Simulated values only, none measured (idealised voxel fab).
process module | voxel wiring stack
cross-section cut | 210 nm wide | cells 5 nm
A cross-section is a grid of square cells, given in bands from the top down. A band is one or more rows of cells.
Each band's line starts with the height of the band's top and of its bottom, in nm. Then come its materials from left to right, each with its width in nm. One material with "throughout" fills the band from edge to edge. "air" is empty space.
Height 0 is the level under which the wafer as received is all one material. The lowest band goes on downwards, as in "0 down".
A width such as "30 to 40" changes by the same amount from each row of cells to the next, from the band's top row to its bottom row.
"no change" after a step means that no cell of the cross-section changed.
closed voids: empty space of 8 cells or more with no open way to the top, each as width x height at its distance from the left edge, in nm
after a step's settings: what the simulator itself notes on the step
overlay nm, on a step with a mask: how far to the right of its planned place the mask lay; to the left if negative
plan
1 op RECEIVE | material Si
2 op CONFORMAL_DEP | material SiO2 | thk nm 10
3 op DIRECTIONAL_DEP | material TiN | thk nm 5
4 op DIRECTIONAL_DEP | material W | thk nm 25
5 op DIRECTIONAL_DEP | material aC | thk nm 15
6 op PATTERN | tone cover | mask id METAL_1 | material resist | width nm 20 | pitch nm 45 | thk nm 35 | overlay nm 0
7 op DIRECTIONAL_ETCH | etch materials aC | depth nm 15
8 op STRIP | etch materials resist
9 op DIRECTIONAL_ETCH | etch materials W | depth nm 25
10 op DIRECTIONAL_ETCH | etch materials TiN | depth nm 5
11 op STRIP | etch materials aC
12 op CONFORMAL_DEP | material SiN | thk nm 5
13 op FILL_DEP | material lowk | thk nm 5
14 op CMP | height nm 40
15 op CONFORMAL_DEP | material SiCN | thk nm 5
16 op DIRECTIONAL_DEP | material lowk | thk nm 15
17 op MASKED_ETCH | tone open | mask id PLUG_1 | width nm 15 | pitch nm 45 | etch materials lowk | depth nm 15 | overlay nm 0
18 op MASKED_ETCH | tone open | mask id PLUG_1 | width nm 15 | pitch nm 45 | etch materials SiCN | depth nm 5 | overlay nm 0
19 op CONFORMAL_DEP | material TiN | thk nm 5
20 op FILL_DEP | material Ru | thk nm 5
21 op CMP | height nm 60
22 op DIRECTIONAL_DEP | material TiN | thk nm 5
23 op DIRECTIONAL_DEP | material W | thk nm 20
24 op PATTERN | tone cover | mask id METAL_2 | material resist | width nm 20 | pitch nm 45 | thk nm 15 | overlay nm 0
25 op DIRECTIONAL_ETCH | etch materials W | depth nm 20
26 op DIRECTIONAL_ETCH | etch materials TiN | depth nm 5
27 op STRIP | etch materials resist
28 op CONFORMAL_DEP | material SiN | thk nm 5
29 op FILL_DEP | material SiO2 | thk nm 5
30 op CMP | height nm 85
31 op CONFORMAL_DEP | material SiN | thk nm 5
first wafer, as planned
as received, after step 1
  0 down: Si throughout
  closed voids: none
after step 2
  10 to 0: SiO2 throughout
  below 0: unchanged
after step 3
  15 to 10: TiN throughout
  below 10: unchanged
after step 4
  40 to 15: W throughout
  below 15: unchanged
after step 5
  55 to 40: aC throughout
  below 40: unchanged
after step 6
  90 to 55: air 25 | resist 20 | air 25 | resist 20 | air 25 | resist 20 | air 25 | resist 20 | air 30
  below 55: unchanged
after step 7
  75 to 55: air 25 | resist 20 | air 25 | resist 20 | air 25 | resist 20 | air 25 | resist 20 | air 30
  55 to 40: air 25 | aC 20 | air 25 | aC 20 | air 25 | aC 20 | air 25 | aC 20 | air 30
  below 40: unchanged
after step 8
  55 to 40: air 25 | aC 20 | air 25 | aC 20 | air 25 | aC 20 | air 25 | aC 20 | air 30
  below 40: unchanged
after step 9
  55 to 40: air 25 | aC 20 | air 25 | aC 20 | air 25 | aC 20 | air 25 | aC 20 | air 30
  40 to 15: air 25 | W 20 | air 25 | W 20 | air 25 | W 20 | air 25 | W 20 | air 30
  below 15: unchanged
after step 10
  55 to 40: air 25 | aC 20 | air 25 | aC 20 | air 25 | aC 20 | air 25 | aC 20 | air 30
  40 to 15: air 25 | W 20 | air 25 | W 20 | air 25 | W 20 | air 25 | W 20 | air 30
  15 to 10: air 25 | TiN 20 | air 25 | TiN 20 | air 25 | TiN 20 | air 25 | TiN 20 | air 30
  below 10: unchanged
after step 11
  40 to 15: air 25 | W 20 | air 25 | W 20 | air 25 | W 20 | air 25 | W 20 | air 30
  below 15: unchanged
after step 12
  45 to 40: air 20 | SiN 30 | air 15 | SiN 30 | air 15 | SiN 30 | air 15 | SiN 30 | air 25
  40 to 15: air 20 | SiN 5 | W 20 | SiN 5 | air 15 | SiN 5 | W 20 | SiN 5 | air 15 | SiN 5 | W 20 | SiN 5 | air 15 | SiN 5 | W 20 | SiN 5 | air 25
  15 to 10: SiN 25 | TiN 20 | SiN 25 | TiN 20 | SiN 25 | TiN 20 | SiN 25 | TiN 20 | SiN 30
  below 10: unchanged
after step 13
  50 to 45: lowk throughout
  45 to 40: lowk 20 | SiN 30 | lowk 15 | SiN 30 | lowk 15 | SiN 30 | lowk 15 | SiN 30 | lowk 25
  40 to 15: lowk 20 | SiN 5 | W 20 | SiN 5 | lowk 15 | SiN 5 | W 20 | SiN 5 | lowk 15 | SiN 5 | W 20 | SiN 5 | lowk 15 | SiN 5 | W 20 | SiN 5 | lowk 25
  below 15: unchanged
after step 14
  40 to 15: lowk 20 | SiN 5 | W 20 | SiN 5 | lowk 15 | SiN 5 | W 20 | SiN 5 | lowk 15 | SiN 5 | W 20 | SiN 5 | lowk 15 | SiN 5 | W 20 | SiN 5 | lowk 25
  below 15: unchanged
after step 15
  45 to 40: SiCN throughout
  below 40: unchanged
after step 16
  60 to 45: lowk throughout
  below 45: unchanged
after step 17
  60 to 45: lowk 25 | air 15 | lowk 30 | air 15 | lowk 30 | air 15 | lowk 30 | air 15 | lowk 35
  below 45: unchanged
after step 18
  60 to 45: lowk 25 | air 15 | lowk 30 | air 15 | lowk 30 | air 15 | lowk 30 | air 15 | lowk 35
  45 to 40: SiCN 25 | air 15 | SiCN 30 | air 15 | SiCN 30 | air 15 | SiCN 30 | air 15 | SiCN 35
  below 40: unchanged
after step 19
  65 to 60: TiN 30 | air 5 | TiN 40 | air 5 | TiN 40 | air 5 | TiN 40 | air 5 | TiN 40
  60 to 45: lowk 25 | TiN 5 | air 5 | TiN 5 | lowk 30 | TiN 5 | air 5 | TiN 5 | lowk 30 | TiN 5 | air 5 | TiN 5 | lowk 30 | TiN 5 | air 5 | TiN 5 | lowk 35
  45 to 40: SiCN 25 | TiN 15 | SiCN 30 | TiN 15 | SiCN 30 | TiN 15 | SiCN 30 | TiN 15 | SiCN 35
  below 40: unchanged
after step 20
  70 to 65: Ru throughout
  65 to 60: TiN 30 | Ru 5 | TiN 40 | Ru 5 | TiN 40 | Ru 5 | TiN 40 | Ru 5 | TiN 40
  60 to 45: lowk 25 | TiN 5 | Ru 5 | TiN 5 | lowk 30 | TiN 5 | Ru 5 | TiN 5 | lowk 30 | TiN 5 | Ru 5 | TiN 5 | lowk 30 | TiN 5 | Ru 5 | TiN 5 | lowk 35
  below 45: unchanged
after step 21
  60 to 45: lowk 25 | TiN 5 | Ru 5 | TiN 5 | lowk 30 | TiN 5 | Ru 5 | TiN 5 | lowk 30 | TiN 5 | Ru 5 | TiN 5 | lowk 30 | TiN 5 | Ru 5 | TiN 5 | lowk 35
  below 45: unchanged
after step 22
  65 to 60: TiN throughout
  below 60: unchanged
after step 23
  85 to 65: W throughout
  below 65: unchanged
after step 24
  100 to 85: air 25 | resist 20 | air 25 | resist 20 | air 25 | resist 20 | air 25 | resist 20 | air 30
  below 85: unchanged
after step 25
  100 to 85: air 25 | resist 20 | air 25 | resist 20 | air 25 | resist 20 | air 25 | resist 20 | air 30
  85 to 65: air 25 | W 20 | air 25 | W 20 | air 25 | W 20 | air 25 | W 20 | air 30
  below 65: unchanged
after step 26
  100 to 85: air 25 | resist 20 | air 25 | resist 20 | air 25 | resist 20 | air 25 | resist 20 | air 30
  85 to 65: air 25 | W 20 | air 25 | W 20 | air 25 | W 20 | air 25 | W 20 | air 30
  65 to 60: air 25 | TiN 20 | air 25 | TiN 20 | air 25 | TiN 20 | air 25 | TiN 20 | air 30
  below 60: unchanged
after step 27
  85 to 65: air 25 | W 20 | air 25 | W 20 | air 25 | W 20 | air 25 | W 20 | air 30
  below 65: unchanged
after step 28
  90 to 85: air 20 | SiN 30 | air 15 | SiN 30 | air 15 | SiN 30 | air 15 | SiN 30 | air 25
  85 to 65: air 20 | SiN 5 | W 20 | SiN 5 | air 15 | SiN 5 | W 20 | SiN 5 | air 15 | SiN 5 | W 20 | SiN 5 | air 15 | SiN 5 | W 20 | SiN 5 | air 25
  65 to 60: SiN 25 | TiN 20 | SiN 25 | TiN 20 | SiN 25 | TiN 20 | SiN 25 | TiN 20 | SiN 30
  below 60: unchanged
after step 29
  95 to 90: SiO2 throughout
  90 to 85: SiO2 20 | SiN 30 | SiO2 15 | SiN 30 | SiO2 15 | SiN 30 | SiO2 15 | SiN 30 | SiO2 25
  85 to 65: SiO2 20 | SiN 5 | W 20 | SiN 5 | SiO2 15 | SiN 5 | W 20 | SiN 5 | SiO2 15 | SiN 5 | W 20 | SiN 5 | SiO2 15 | SiN 5 | W 20 | SiN 5 | SiO2 25
  below 65: unchanged
after step 30
  85 to 65: SiO2 20 | SiN 5 | W 20 | SiN 5 | SiO2 15 | SiN 5 | W 20 | SiN 5 | SiO2 15 | SiN 5 | W 20 | SiN 5 | SiO2 15 | SiN 5 | W 20 | SiN 5 | SiO2 25
  below 65: unchanged
after step 31
  90 to 85: SiN throughout
  below 85: unchanged
second wafer: like start, like plan, one mistake. Through step 29 it matches the first wafer
when step 30 should have ended
  75 to 65: SiO2 20 | SiN 5 | W 20 | SiN 5 | SiO2 15 | SiN 5 | W 20 | SiN 5 | SiO2 15 | SiN 5 | W 20 | SiN 5 | SiO2 15 | SiN 5 | W 20 | SiN 5 | SiO2 25
  below 65: unchanged
when step 31 should have ended
  80 to 75: SiN throughout
  below 75: unchanged
what went wrong: step 30 ran as: op CMP | height nm 75
at the end the second wafer has, in cells: 16 fewer of SiN | 36 fewer of SiO2 | 32 fewer of W
